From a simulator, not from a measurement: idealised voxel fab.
You're looking at the process module voxel gate over fins.
Square cells of 5 nm make up the cross-section cut, whose width is 200 nm.
Cross-section format: a grid of square cells, given as bands from top to bottom; each band is one or more rows of cells. Top height, bottom height, nm. Materials left to right, width each, nm. Single material + "edge to edge" = fills band edge to edge. "air" = empty. Note: height 0 marks the level under which the wafer is uniformly one material as received. Lowest band unbounded below, written "0 down". Graded width ("30 to 40"): value in top row of band = first number; value in bottom row = second number; row-to-row change constant. The designation "remained unchanged", where it is given for a processing step, indicates that no cell of the cross-section was altered in the course of that step. What "Voids lacking openings" gives you is every empty space of 8 cells or more that is cut off from the top. Each appears as width x height at distance, with the distance taken from the left edge and width, height and distance all in nm. It should be noted that, on the line of a given step, the content following the step's settings is a remark produced by the simulator itself with respect to that step. "overlay nm" answers the question of how far to the right of plan the mask lay on a step that has a mask, and when it is negative the answer is to the left.
### Listed below are the process steps as planned
- 1: RECEIVE,material Si
- 2: CONFORMAL_DEP,material SiN,thk nm 5
- 3: PATTERN,tone cover,mask id FINS,material resist,width nm 15,pitch nm 50,thk nm 15,overlay nm 0
- 4: DIRECTIONAL_ETCH,etch materials SiN,depth nm 5
- 5: DIRECTIONAL_ETCH,etch materials Si,depth nm 30
- 6: STRIP,etch materials resist
- 7: FILL_DEP,material SiO2,thk nm 15
- 8: CMP,height nm 5
- 9: MASKED_ETCH,tone open,mask id RAIL,width nm 15,etch materials SiO2,depth nm 30,overlay nm 0
- 10: CONFORMAL_DEP,material TiN,thk nm 5
- 11: FILL_DEP,material W,thk nm 5
- 12: CMP,height nm 5
- 13: SELECTIVE_ETCH,etch materials W Ru TiN,depth nm 25
- 14: FILL_DEP,material SiO2,thk nm 5
- 15: CMP,height nm 5
- 16: SELECTIVE_ETCH,etch materials SiO2,depth nm 15
- 17: STRIP,etch materials SiN
- 18: CONFORMAL_DEP,material HfO2,thk nm 5
- 19: CONFORMAL_DEP,material TiN,thk nm 5
- 20: FILL_DEP,material W,thk nm 15
- 21: CMP,height nm 20
- 22: CONFORMAL_DEP,material SiN,thk nm 5
### First wafer out of two, processed as planned
### Wafer as received: cross-section following step 1
    0 down: Si edge to edge
    Voids lacking openings: none
### The following cross-section depicts the wafer upon completion of step 2
    5 to 0: SiN edge to edge
    Below 0, no change.
### The following cross-section depicts the wafer upon completion of step 3
    20 to 5: air: 15 / resist: 15 / air: 35 / resist: 15 / air: 35 / resist: 15 / air: 35 / resist: 15 / air: 20
    Below 5, no change.
### The following cross-section depicts the wafer upon completion of step 4
    20 to 5: air: 15 / resist: 15 / air: 35 / resist: 15 / air: 35 / resist: 15 / air: 35 / resist: 15 / air: 20
    5 to 0: air: 15 / SiN: 15 / air: 35 / SiN: 15 / air: 35 / SiN: 15 / air: 35 / SiN: 15 / air: 20
    Below 0, no change.
### The following cross-section depicts the wafer upon completion of step 5
    20 to 5: air: 15 / resist: 15 / air: 35 / resist: 15 / air: 35 / resist: 15 / air: 35 / resist: 15 / air: 20
    5 to 0: air: 15 / SiN: 15 / air: 35 / SiN: 15 / air: 35 / SiN: 15 / air: 35 / SiN: 15 / air: 20
    0 to -30: air: 15 / Si: 15 / air: 35 / Si: 15 / air: 35 / Si: 15 / air: 35 / Si: 15 / air: 20
    Below -30, no change.
### The following cross-section depicts the wafer upon completion of step 6
    5 to 0: air: 15 / SiN: 15 / air: 35 / SiN: 15 / air: 35 / SiN: 15 / air: 35 / SiN: 15 / air: 20
    Below 0, no change.
### The following cross-section depicts the wafer upon completion of step 7
    20 to 5: SiO2 edge to edge
    5 to 0: SiO2: 15 / SiN: 15 / SiO2: 35 / SiN: 15 / SiO2: 35 / SiN: 15 / SiO2: 35 / SiN: 15 / SiO2: 20
    0 to -30: SiO2: 15 / Si: 15 / SiO2: 35 / Si: 15 / SiO2: 35 / Si: 15 / SiO2: 35 / Si: 15 / SiO2: 20
    Below -30, no change.
### The following cross-section depicts the wafer upon completion of step 8
    5 to 0: SiO2: 15 / SiN: 15 / SiO2: 35 / SiN: 15 / SiO2: 35 / SiN: 15 / SiO2: 35 / SiN: 15 / SiO2: 20
    Below 0, no change.
### The following cross-section depicts the wafer upon completion of step 9
    5 to 0: SiO2: 15 / SiN: 15 / SiO2: 10 / air: 15 / SiO2: 10 / SiN: 15 / SiO2: 35 / SiN: 15 / SiO2: 35 / SiN: 15 / SiO2: 20
    0 to -25: SiO2: 15 / Si: 15 / SiO2: 10 / air: 15 / SiO2: 10 / Si: 15 / SiO2: 35 / Si: 15 / SiO2: 35 / Si: 15 / SiO2: 20
    Below -25, no change.
### The following cross-section depicts the wafer upon completion of step 10
    10 to 5: TiN: 45 / air: 5 / TiN: 150
    5 to 0: SiO2: 15 / SiN: 15 / SiO2: 10 / TiN: 5 / air: 5 / TiN: 5 / SiO2: 10 / SiN: 15 / SiO2: 35 / SiN: 15 / SiO2: 35 / SiN: 15 / SiO2: 20
    0 to -20: SiO2: 15 / Si: 15 / SiO2: 10 / TiN: 5 / air: 5 / TiN: 5 / SiO2: 10 / Si: 15 / SiO2: 35 / Si: 15 / SiO2: 35 / Si: 15 / SiO2: 20
    -20 to -25: SiO2: 15 / Si: 15 / SiO2: 10 / TiN: 15 / SiO2: 10 / Si: 15 / SiO2: 35 / Si: 15 / SiO2: 35 / Si: 15 / SiO2: 20
    Below -25, no change.
### The following cross-section depicts the wafer upon completion of step 11
    15 to 10: W edge to edge
    10 to 5: TiN: 45 / W: 5 / TiN: 150
    5 to 0: SiO2: 15 / SiN: 15 / SiO2: 10 / TiN: 5 / W: 5 / TiN: 5 / SiO2: 10 / SiN: 15 / SiO2: 35 / SiN: 15 / SiO2: 35 / SiN: 15 / SiO2: 20
    0 to -20: SiO2: 15 / Si: 15 / SiO2: 10 / TiN: 5 / W: 5 / TiN: 5 / SiO2: 10 / Si: 15 / SiO2: 35 / Si: 15 / SiO2: 35 / Si: 15 / SiO2: 20
    Below -20, no change.
### The following cross-section depicts the wafer upon completion of step 12
    5 to 0: SiO2: 15 / SiN: 15 / SiO2: 10 / TiN: 5 / W: 5 / TiN: 5 / SiO2: 10 / SiN: 15 / SiO2: 35 / SiN: 15 / SiO2: 35 / SiN: 15 / SiO2: 20
    Below 0, no change.
### The following cross-section depicts the wafer upon completion of step 13
    5 to 0: SiO2: 15 / SiN: 15 / SiO2: 10 / air: 15 / SiO2: 10 / SiN: 15 / SiO2: 35 / SiN: 15 / SiO2: 35 / SiN: 15 / SiO2: 20
    0 to -20: SiO2: 15 / Si: 15 / SiO2: 10 / air: 15 / SiO2: 10 / Si: 15 / SiO2: 35 / Si: 15 / SiO2: 35 / Si: 15 / SiO2: 20
    Below -20, no change.
### The following cross-section depicts the wafer upon completion of step 14
    10 to 5: SiO2 edge to edge
    5 to 0: SiO2: 15 / SiN: 15 / SiO2: 35 / SiN: 15 / SiO2: 35 / SiN: 15 / SiO2: 35 / SiN: 15 / SiO2: 20
    0 to -20: SiO2: 15 / Si: 15 / SiO2: 35 / Si: 15 / SiO2: 35 / Si: 15 / SiO2: 35 / Si: 15 / SiO2: 20
    Below -20, no change.
### The following cross-section depicts the wafer upon completion of step 15
    5 to 0: SiO2: 15 / SiN: 15 / SiO2: 35 / SiN: 15 / SiO2: 35 / SiN: 15 / SiO2: 35 / SiN: 15 / SiO2: 20
    Below 0, no change.
### The following cross-section depicts the wafer upon completion of step 16
    5 to 0: air: 15 / SiN: 15 / air: 35 / SiN: 15 / air: 35 / SiN: 15 / air: 35 / SiN: 15 / air: 20
    0 to -10: air: 15 / Si: 15 / air: 35 / Si: 15 / air: 35 / Si: 15 / air: 35 / Si: 15 / air: 20
    Below -10, no change.
### The following cross-section depicts the wafer upon completion of step 17
    0 to -10: air: 15 / Si: 15 / air: 35 / Si: 15 / air: 35 / Si: 15 / air: 35 / Si: 15 / air: 20
    Below -10, no change.
### The following cross-section depicts the wafer upon completion of step 18
    5 to 0: air: 10 / HfO2: 25 / air: 25 / HfO2: 25 / air: 25 / HfO2: 25 / air: 25 / HfO2: 25 / air: 15
    0 to -5: air: 10 / HfO2: 5 / Si: 15 / HfO2: 5 / air: 25 / HfO2: 5 / Si: 15 / HfO2: 5 / air: 25 / HfO2: 5 / Si: 15 / HfO2: 5 / air: 25 / HfO2: 5 / Si: 15 / HfO2: 5 / air: 15
    -5 to -10: HfO2: 15 / Si: 15 / HfO2: 35 / Si: 15 / HfO2: 35 / Si: 15 / HfO2: 35 / Si: 15 / HfO2: 20
    Below -10, no change.
### The following cross-section depicts the wafer upon completion of step 19
    10 to 5: air: 5 / TiN: 35 / air: 15 / TiN: 35 / air: 15 / TiN: 35 / air: 15 / TiN: 35 / air: 10
    5 to 0: air: 5 / TiN: 5 / HfO2: 25 / TiN: 5 / air: 15 / TiN: 5 / HfO2: 25 / TiN: 5 / air: 15 / TiN: 5 / HfO2: 25 / TiN: 5 / air: 15 / TiN: 5 / HfO2: 25 / TiN: 5 / air: 10
    0 to -5: TiN: 10 / HfO2: 5 / Si: 15 / HfO2: 5 / TiN: 25 / HfO2: 5 / Si: 15 / HfO2: 5 / TiN: 25 / HfO2: 5 / Si: 15 / HfO2: 5 / TiN: 25 / HfO2: 5 / Si: 15 / HfO2: 5 / TiN: 15
    Below -5, no change.
### The following cross-section depicts the wafer upon completion of step 20
    25 to 10: W edge to edge
    10 to 5: W: 5 / TiN: 35 / W: 15 / TiN: 35 / W: 15 / TiN: 35 / W: 15 / TiN: 35 / W: 10
    5 to 0: W: 5 / TiN: 5 / HfO2: 25 / TiN: 5 / W: 15 / TiN: 5 / HfO2: 25 / TiN: 5 / W: 15 / TiN: 5 / HfO2: 25 / TiN: 5 / W: 15 / TiN: 5 / HfO2: 25 / TiN: 5 / W: 10
    Below 0, no change.
### The following cross-section depicts the wafer upon completion of step 21
    20 to 10: W edge to edge
    Below 10, no change.
### The following cross-section depicts the wafer upon completion of step 22
    25 to 20: SiN edge to edge
    Below 20, no change.
### Okay, second wafer. Nothing different at the start, nothing different in the plan, just one mistake somewhere in the running. As far as step 17, counting that step, it's the first wafer all over again
Second wafer shown in cross-section at the time step 18 was slated to end: remained unchanged
### Second wafer shown in cross-section at the time step 19 was slated to end
    5 to 0: air: 10 / TiN: 25 / air: 25 / TiN: 25 / air: 25 / TiN: 25 / air: 25 / TiN: 25 / air: 15
    0 to -5: air: 10 / TiN: 5 / Si: 15 / TiN: 5 / air: 25 / TiN: 5 / Si: 15 / TiN: 5 / air: 25 / TiN: 5 / Si: 15 / TiN: 5 / air: 25 / TiN: 5 / Si: 15 / TiN: 5 / air: 15
    -5 to -10: TiN: 15 / Si: 15 / TiN: 35 / Si: 15 / TiN: 35 / Si: 15 / TiN: 35 / Si: 15 / TiN: 20
    Below -10, no change.
### Second wafer shown in cross-section at the time step 20 was slated to end
    20 to 5: W edge to edge
    5 to 0: W: 10 / TiN: 25 / W: 25 / TiN: 25 / W: 25 / TiN: 25 / W: 25 / TiN: 25 / W: 15
    0 to -5: W: 10 / TiN: 5 / Si: 15 / TiN: 5 / W: 25 / TiN: 5 / Si: 15 / TiN: 5 / W: 25 / TiN: 5 / Si: 15 / TiN: 5 / W: 25 / TiN: 5 / Si: 15 / TiN: 5 / W: 15
    Below -5, no change.
Second wafer shown in cross-section at the time step 21 was slated to end: remained unchanged
### Second wafer shown in cross-section at the time step 22 was slated to end
    25 to 20: SiN edge to edge
    Below 20, no change.
The plan and the run diverged here: step 18 of the plan was jumped over and never run
In the final state, the cell counts of the second wafer exceed or fall short of those of the first for the following materials: HfO2: 56 fewer; W: 56 more
